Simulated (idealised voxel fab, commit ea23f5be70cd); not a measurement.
voxel transistor to metal: a process module
cross-section cut | 295 nm wide | cells 5 nm
Cross-section layout: square cells on a grid; listed as bands, top to bottom; a band spans one or more cell rows. Band: top height; bottom height; in nm. Then, left to right: material with width in nm, for each material. "all across": a single material spanning edge to edge. "blank": empty space. Ref level 0: as-received wafer is one material below here. Bottom band extends down with no lower bound ("z 0 and below"). The two numbers in a width such as "30..40" mark its ends across the band: the first belongs to the top row of cells, the second to the bottom row, and from each row to the next the width moves by the same amount. Where a step carries "no modifications", the cross-section came out of it unchanged, cell for cell. Unvented internal voids: empty space of 8 cells or more with no open way to the top, each as width x height at its distance from the left edge, in nm. What comes after the settings on a step's line is commentary from the simulator itself on that step. overlay nm, on a step with a mask: how far to the right of its planned place the mask lay; to the left if negative.

**List of planned process steps**
1 RECEIVE | material Si
2 CONFORMAL_DEP | material SiO2 | thk nm 5
3 CONFORMAL_DEP | material SiN | thk nm 10
4 PATTERN | tone cover | mask id ACTIVE | material resist | width nm 115 | pitch nm 145 | thk nm 15 | overlay nm 0
5 DIRECTIONAL_ETCH | etch materials SiN | depth nm 10
6 DIRECTIONAL_ETCH | etch materials SiO2 | depth nm 5
7 DIRECTIONAL_ETCH | etch materials Si | depth nm 20
8 STRIP | etch materials resist
9 OXIDIZE | depth nm 5
10 FILL_DEP | material SiO2 | thk nm 5
11 CMP | height nm 15
12 SELECTIVE_ETCH | etch materials SiO2 | depth nm 10
13 STRIP | etch materials SiN
14 SELECTIVE_ETCH | etch materials SiO2 | depth nm 5
15 OXIDIZE | depth nm 5
16 DIRECTIONAL_DEP | material polySi | thk nm 30
17 DIRECTIONAL_DEP | material SiCN | thk nm 10
18 DIRECTIONAL_DEP | material aC | thk nm 10
19 PATTERN | tone cover | mask id GATE | material resist | width nm 35 | pitch nm 145 | thk nm 25 | overlay nm 0
20 DIRECTIONAL_ETCH | etch materials aC | depth nm 10
21 STRIP | etch materials resist
22 DIRECTIONAL_ETCH | etch materials SiCN | depth nm 20
23 DIRECTIONAL_ETCH | etch materials polySi | depth nm 40
24 STRIP | etch materials aC
25 CONFORMAL_DEP | material SiN | thk nm 10
26 DIRECTIONAL_ETCH | etch materials SiN | depth nm 10
27 DIRECTIONAL_ETCH | etch materials SiO2 | depth nm 5
28 EPI | material pSi | thk nm 5
29 FILL_DEP | material SiO2 | thk nm 10
30 CMP | height nm 30
31 STRIP | etch materials polySi
32 SELECTIVE_ETCH | etch materials SiO2 | depth nm 5
33 CONFORMAL_DEP | material HfO2 | thk nm 5
34 CONFORMAL_DEP | material TiN | thk nm 5
35 FILL_DEP | material W | thk nm 10
36 CMP | height nm 25
37 DIRECTIONAL_DEP | material SiO2 | thk nm 10
38 MASKED_ETCH | tone open | mask id CONTACT | width nm 15 | etch materials SiO2 | depth nm 35 | overlay nm 0
39 CONFORMAL_DEP | material TiN | thk nm 5
40 FILL_DEP | material Ru | thk nm 5
41 CMP | height nm 35
42 DIRECTIONAL_DEP | material TiN | thk nm 5
43 DIRECTIONAL_DEP | material Ru | thk nm 15
44 DIRECTIONAL_DEP | material aC | thk nm 15
45 PATTERN | tone cover | mask id METAL_1 | material resist | width nm 15 | thk nm 30 | overlay nm 0
46 DIRECTIONAL_ETCH | etch materials aC | depth nm 15
47 STRIP | etch materials resist
48 DIRECTIONAL_ETCH | etch materials Ru | depth nm 15
49 DIRECTIONAL_ETCH | etch materials TiN | depth nm 5
50 STRIP | etch materials aC
51 CONFORMAL_DEP | material SiN | thk nm 5
52 FILL_DEP | material lowk | thk nm 5
53 CMP | height nm 55
54 CONFORMAL_DEP | material SiN | thk nm 5

**Delivered wafer in cross-section: state after step 1**
    z 0 and below | Si all across
    Unvented internal voids: none

**End-of-module cross-section of the first of two wafers, processed as planned**
    z 60 to 55 | SiN all across
    z 55 to 40 | 20 nm lowk, 5 nm SiN, 15 nm Ru, 5 nm SiN, 55 nm lowk, 5 nm SiN, 15 nm Ru, 5 nm SiN, 40 nm lowk, 5 nm SiN, 15 nm Ru, 5 nm SiN, 55 nm lowk, 5 nm SiN, 15 nm Ru, 5 nm SiN, 25 nm lowk
    z 40 to 35 | 25 nm SiN, 15 nm TiN, 65 nm SiN, 15 nm TiN, 50 nm SiN, 15 nm TiN, 65 nm SiN, 15 nm TiN, 30 nm SiN
    z 35 to 25 | 25 nm SiO2, 5 nm TiN, 5 nm Ru, 5 nm TiN, 65 nm SiO2, 5 nm TiN, 5 nm Ru, 5 nm TiN, 50 nm SiO2, 5 nm TiN, 5 nm Ru, 5 nm TiN, 65 nm SiO2, 5 nm TiN, 5 nm Ru, 5 nm TiN, 30 nm SiO2
    z 25 to 5 | 25 nm SiO2, 5 nm TiN, 5 nm Ru, 5 nm TiN, 5 nm SiO2, 10 nm SiN, 5 nm HfO2, 5 nm TiN, 15 nm W, 5 nm TiN, 5 nm HfO2, 10 nm SiN, 5 nm SiO2, 5 nm TiN, 5 nm Ru, 5 nm TiN, 50 nm SiO2, 5 nm TiN, 5 nm Ru, 5 nm TiN, 5 nm SiO2, 10 nm SiN, 5 nm HfO2, 5 nm TiN, 15 nm W, 5 nm TiN, 5 nm HfO2, 10 nm SiN, 5 nm SiO2, 5 nm TiN, 5 nm Ru, 5 nm TiN, 30 nm SiO2
    z 5 to 0 | 25 nm SiO2, 15 nm TiN, 5 nm SiO2, 10 nm SiN, 5 nm HfO2, 25 nm TiN, 5 nm HfO2, 10 nm SiN, 5 nm SiO2, 15 nm TiN, 50 nm SiO2, 15 nm TiN, 5 nm SiO2, 10 nm SiN, 5 nm HfO2, 25 nm TiN, 5 nm HfO2, 10 nm SiN, 5 nm SiO2, 15 nm TiN, 30 nm SiO2
    z 0 to -5 | 15 nm SiO2, 30 nm pSi, 5 nm SiO2, 45 nm HfO2, 5 nm SiO2, 30 nm pSi, 30 nm SiO2, 30 nm pSi, 5 nm SiO2, 45 nm HfO2, 5 nm SiO2, 30 nm pSi, 20 nm SiO2
    z -5 to -25 | 20 nm SiO2, 105 nm Si, 40 nm SiO2, 105 nm Si, 25 nm SiO2
    z -25 and below | Si all across
    Unvented internal voids: none

**This cross-section belongs to the second wafer of two at the end of the module; the start and the plan were shared with the first, and the run included one mistake**
    z 60 to 55 | SiN all across
    z 55 to 40 | 15 nm lowk, 5 nm SiN, 25 nm Ru, 5 nm SiN, 45 nm lowk, 5 nm SiN, 25 nm Ru, 5 nm SiN, 30 nm lowk, 5 nm SiN, 25 nm Ru, 5 nm SiN, 45 nm lowk, 5 nm SiN, 25 nm Ru, 5 nm SiN, 20 nm lowk
    z 40 to 35 | 20 nm SiN, 25 nm TiN, 55 nm SiN, 25 nm TiN, 40 nm SiN, 25 nm TiN, 55 nm SiN, 25 nm TiN, 25 nm SiN
    z 35 to 25 | 25 nm SiO2, 5 nm TiN, 5 nm Ru, 5 nm TiN, 65 nm SiO2, 5 nm TiN, 5 nm Ru, 5 nm TiN, 50 nm SiO2, 5 nm TiN, 5 nm Ru, 5 nm TiN, 65 nm SiO2, 5 nm TiN, 5 nm Ru, 5 nm TiN, 30 nm SiO2
    z 25 to 5 | 25 nm SiO2, 5 nm TiN, 5 nm Ru, 5 nm TiN, 5 nm SiO2, 10 nm SiN, 5 nm HfO2, 5 nm TiN, 15 nm W, 5 nm TiN, 5 nm HfO2, 10 nm SiN, 5 nm SiO2, 5 nm TiN, 5 nm Ru, 5 nm TiN, 50 nm SiO2, 5 nm TiN, 5 nm Ru, 5 nm TiN, 5 nm SiO2, 10 nm SiN, 5 nm HfO2, 5 nm TiN, 15 nm W, 5 nm TiN, 5 nm HfO2, 10 nm SiN, 5 nm SiO2, 5 nm TiN, 5 nm Ru, 5 nm TiN, 30 nm SiO2
    z 5 to 0 | 25 nm SiO2, 15 nm TiN, 5 nm SiO2, 10 nm SiN, 5 nm HfO2, 25 nm TiN, 5 nm HfO2, 10 nm SiN, 5 nm SiO2, 15 nm TiN, 50 nm SiO2, 15 nm TiN, 5 nm SiO2, 10 nm SiN, 5 nm HfO2, 25 nm TiN, 5 nm HfO2, 10 nm SiN, 5 nm SiO2, 15 nm TiN, 30 nm SiO2
    z 0 to -5 | 15 nm SiO2, 30 nm pSi, 5 nm SiO2, 45 nm HfO2, 5 nm SiO2, 30 nm pSi, 30 nm SiO2, 30 nm pSi, 5 nm SiO2, 45 nm HfO2, 5 nm SiO2, 30 nm pSi, 20 nm SiO2
    z -5 to -25 | 20 nm SiO2, 105 nm Si, 40 nm SiO2, 105 nm Si, 25 nm SiO2
    z -25 and below | Si all across
    Unvented internal voids: none
Which mistake was made when the wafer was run? step 45, actual vs plan mismatch, actual run PATTERN | tone cover | mask id METAL_1 | material resist | width nm 25 | thk nm 30 | overlay nm 0
It is noted that, at the conclusion of processing, the second wafer exhibits a higher or lower cell count for certain materials relative to the first: Ru +24; SiN -8; TiN +8; lowk -24
